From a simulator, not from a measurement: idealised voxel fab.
Module name: voxel self aligned vias (process module)
Cross-sectional view cut (width: 250 nm; square cell size: 5 nm).
In what follows, cross-sections appear as grids of square cells, described through bands that run from the top down, where every band is one or more rows of cells. Quick guide to a band line: top height, bottom height (nm) up front; then every material left to right with its width in nm. Only one material and it's marked "full width"? Then it fills the band edge to edge. And "empty" just means empty space. All heights in this document are referenced to 0, defined as the level beneath which the wafer, as received, consists entirely of one material. The lowest band is not bounded below; it extends indefinitely downward and is written in the form "top 0, no bottom". You'd read "30..40" like this: the band's top row of cells is as wide as the first number, its bottom row is as wide as the second, and going down, every row changes width by the same amount as the row before did. "everything unchanged" for a step: no cell of the cross-section changed in that step. Empty spaces counting at least 8 cells and having no open way to the top are listed in "Fully closed voids". The notation width x height at distance is used for each, the distance being from the left edge and all three values in nm. Past the settings on a step's line: simulator remark, on that step. The setting "overlay nm" may be written on the line of a step. When the step uses a mask, the value reports how far to the right of the planned place the mask lay, and a negative value reports that it lay to the left.

Planned process steps:
1,op RECEIVE | material Si
2,op CONFORMAL_DEP | material SiO2 | thk nm 10
3,op CONFORMAL_DEP | material SiCN | thk nm 5
4,op DIRECTIONAL_DEP | material SiO2 | thk nm 20
5,op PATTERN | tone open | mask id LINES | material resist | width nm 30 | pitch nm 55 | thk nm 15 | overlay nm 0
6,op DIRECTIONAL_ETCH | etch materials SiO2 | depth nm 20
7,op STRIP | etch materials resist
8,op CONFORMAL_DEP | material TiN | thk nm 5
9,op FILL_DEP | material Ru | thk nm 5
10,op CMP | height nm 35
11,op SELECTIVE_ETCH | etch materials W Ru TiN | depth nm 5
12,op FILL_DEP | material SiN | thk nm 10
13,op CMP | height nm 35
14,op DIRECTIONAL_DEP | material SiO2 | thk nm 20
15,op MASKED_ETCH | tone open | mask id VIAS | width nm 40 | pitch nm 55 | etch materials SiO2 | depth nm 20 | overlay nm 0
16,op MASKED_ETCH | tone open | mask id VIAS | width nm 40 | pitch nm 55 | etch materials SiN | depth nm 5 | overlay nm 0
17,op CONFORMAL_DEP | material TiN | thk nm 5
18,op FILL_DEP | material Ru | thk nm 10
19,op CMP | height nm 55
20,op CONFORMAL_DEP | material SiCN | thk nm 5

Wafer cross-section on receipt, i.e. after step 1:
top 0, no bottom = Si full width
Fully closed voids: none

Post-module cross-section of the first of two wafers (run per plan):
top 60, bottom 55 = SiCN full width
top 55, bottom 40 = 50 nm SiO2, then 5 nm TiN, then 30 nm Ru, then 5 nm TiN, then 15 nm SiO2, then 5 nm TiN, then 30 nm Ru, then 5 nm TiN, then 15 nm SiO2, then 5 nm TiN, then 30 nm Ru, then 5 nm TiN, then 50 nm SiO2
top 40, bottom 35 = 50 nm SiO2, then 10 nm TiN, then 20 nm Ru, then 10 nm TiN, then 15 nm SiO2, then 10 nm TiN, then 20 nm Ru, then 10 nm TiN, then 15 nm SiO2, then 10 nm TiN, then 20 nm Ru, then 10 nm TiN, then 50 nm SiO2
top 35, bottom 30 = 55 nm SiO2, then 30 nm TiN, then 25 nm SiO2, then 30 nm TiN, then 25 nm SiO2, then 30 nm TiN, then 55 nm SiO2
top 30, bottom 20 = 55 nm SiO2, then 5 nm TiN, then 20 nm Ru, then 5 nm TiN, then 25 nm SiO2, then 5 nm TiN, then 20 nm Ru, then 5 nm TiN, then 25 nm SiO2, then 5 nm TiN, then 20 nm Ru, then 5 nm TiN, then 55 nm SiO2
top 20, bottom 15 = 55 nm SiO2, then 30 nm TiN, then 25 nm SiO2, then 30 nm TiN, then 25 nm SiO2, then 30 nm TiN, then 55 nm SiO2
top 15, bottom 10 = SiCN full width
top 10, bottom 0 = SiO2 full width
top 0, no bottom = Si full width
Fully closed voids: none

Presented here is a cross-section of the second of the two wafers as it stood at the end of the module. It was started in the same manner and assigned the same plan as the first wafer; however, one mistake was made in its execution:
top 60, bottom 55 = SiCN full width
top 55, bottom 40 = 50 nm SiO2, then 5 nm TiN, then 30 nm Ru, then 5 nm TiN, then 15 nm SiO2, then 5 nm TiN, then 30 nm Ru, then 5 nm TiN, then 15 nm SiO2, then 5 nm TiN, then 30 nm Ru, then 5 nm TiN, then 50 nm SiO2
top 40, bottom 35 = 50 nm SiO2, then 5 nm TiN, then 15 nm Ru, then 20 nm TiN, then 15 nm SiO2, then 5 nm TiN, then 15 nm Ru, then 20 nm TiN, then 15 nm SiO2, then 5 nm TiN, then 15 nm Ru, then 20 nm TiN, then 50 nm SiO2
top 35, bottom 30 = 45 nm SiO2, then 5 nm SiN, then 25 nm TiN, then 25 nm SiO2, then 5 nm SiN, then 25 nm TiN, then 25 nm SiO2, then 5 nm SiN, then 25 nm TiN, then 65 nm SiO2
top 30, bottom 20 = 45 nm SiO2, then 5 nm TiN, then 20 nm Ru, then 5 nm TiN, then 25 nm SiO2, then 5 nm TiN, then 20 nm Ru, then 5 nm TiN, then 25 nm SiO2, then 5 nm TiN, then 20 nm Ru, then 5 nm TiN, then 65 nm SiO2
top 20, bottom 15 = 45 nm SiO2, then 30 nm TiN, then 25 nm SiO2, then 30 nm TiN, then 25 nm SiO2, then 30 nm TiN, then 65 nm SiO2
top 15, bottom 10 = SiCN full width
top 10, bottom 0 = SiO2 full width
top 0, no bottom = Si full width
Fully closed voids: none
What was the processing mistake? so step 5 ended up running with a different setting than we planned, it ran as op PATTERN | tone open | mask id LINES | material resist | width nm 30 | pitch nm 55 | thk nm 15 | overlay nm -10
The closing comparison, in cells, has the second wafer with more or fewer of some materials than the first: -3 Ru | +3 SiN
